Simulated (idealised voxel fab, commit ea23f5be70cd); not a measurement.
This is a process module. Its name is voxel gate over fins.
For reference, the cross-section in this document is cut, with width 295 nm and square cells of 5 nm.
Cross-section spec: square-cell grid; bands listed top down; each band is one or more rows. In this notation a band is specified by the heights of its top and bottom, in that order and in nm, after which its materials appear from left to right, each paired with its width in nm. The word "throughout" attached to a single material means that material fills the band from edge to edge; the word "blank" stands for empty space. For the purposes of this specification, 0 denotes the height below which the wafer in its as-received condition is composed wholly of one material, and the lowermost band, lacking a lower limit, extends downward without end, as expressed in "0 down". The expression "30 to 40" gives the width at the extremes of the band, the first number at its top row of cells and the second at its bottom row, with the width changing by equal amounts from each row to the next in between. "stayed the same" for a step: no cell of the cross-section changed in that step. If an empty space has no open way to the top and is at least 8 cells in size, "Closed-off voids" lists it, written width x height at distance, where distance is measured from the left edge and every value is in nm. If you see something after the settings on a step's line, that's the simulator's own remark about that step. overlay nm: on a step with a mask, how far right of its planned place the mask lay; negative means left.

PLAN
1) op RECEIVE | material Si
2) op CONFORMAL_DEP | material SiN | thk nm 5
3) op MASKED_ETCH | tone cover | mask id FINS | width nm 15 | pitch nm 40 | etch materials SiN | depth nm 5 | overlay nm 0
4) op MASKED_ETCH | tone cover | mask id FINS | width nm 15 | pitch nm 40 | etch materials Si | depth nm 30 | overlay nm 0
5) op FILL_DEP | material SiO2 | thk nm 5
6) op CMP | height nm 5
7) op SELECTIVE_ETCH | etch materials SiO2 | depth nm 20
8) op STRIP | etch materials SiN
9) op CONFORMAL_DEP | material HfO2 | thk nm 5
10) op CONFORMAL_DEP | material TiN | thk nm 5
11) op CONFORMAL_DEP | material TiAl | thk nm 5
12) op CONFORMAL_DEP | material TiN | thk nm 5
13) op FILL_DEP | material W | thk nm 15
14) op CMP | height nm 30
15) op CONFORMAL_DEP | material SiN | thk nm 5

CROSS-SECTION OF THE WAFER AS IT CAME TO US, I.E., ALREADY THROUGH STEP 1
* 0 down: Si throughout
* Closed-off voids: none

END-OF-MODULE CROSS-SECTION. STARTING STRUCTURE AND PROCESS PLAN AS ABOVE; ONE MISTAKE MADE IN RUNNING IT
* 35 to 30: SiN throughout
* 30 to 20: W throughout
* 20 to 15: W=60 | TiN=175 | W=60
* 15 to 10: W=60 | TiN=5 | TiAl=165 | TiN=5 | W=60
* 10 to 5: W=60 | TiN=5 | TiAl=5 | TiN=35 | TiAl=5 | TiN=35 | TiAl=5 | TiN=35 | TiAl=5 | TiN=35 | TiAl=5 | TiN=5 | W=60
* 5 to 0: TiN=65 | TiAl=5 | TiN=5 | HfO2=25 | TiN=5 | TiAl=5 | TiN=5 | HfO2=25 | TiN=5 | TiAl=5 | TiN=5 | HfO2=25 | TiN=5 | TiAl=5 | TiN=5 | HfO2=25 | TiN=5 | TiAl=5 | TiN=65
* 0 to -5: TiAl=70 | TiN=5 | HfO2=5 | Si=15 | HfO2=5 | TiN=5 | TiAl=5 | TiN=5 | HfO2=5 | Si=15 | HfO2=5 | TiN=5 | TiAl=5 | TiN=5 | HfO2=5 | Si=15 | HfO2=5 | TiN=5 | TiAl=5 | TiN=5 | HfO2=5 | Si=15 | HfO2=5 | TiN=5 | TiAl=70
* -5 to -10: TiN=75 | HfO2=5 | Si=15 | HfO2=5 | TiN=15 | HfO2=5 | Si=15 | HfO2=5 | TiN=15 | HfO2=5 | Si=15 | HfO2=5 | TiN=15 | HfO2=5 | Si=15 | HfO2=5 | TiN=75
* -10 to -15: HfO2=80 | Si=15 | HfO2=25 | Si=15 | HfO2=25 | Si=15 | HfO2=25 | Si=15 | HfO2=80
* -15 to -60: SiO2=80 | Si=15 | SiO2=25 | Si=15 | SiO2=25 | Si=15 | SiO2=25 | Si=15 | SiO2=80
* -60 down: Si throughout
* Closed-off voids: none
Deviation from plan: step 4 of the plan was executed twice over
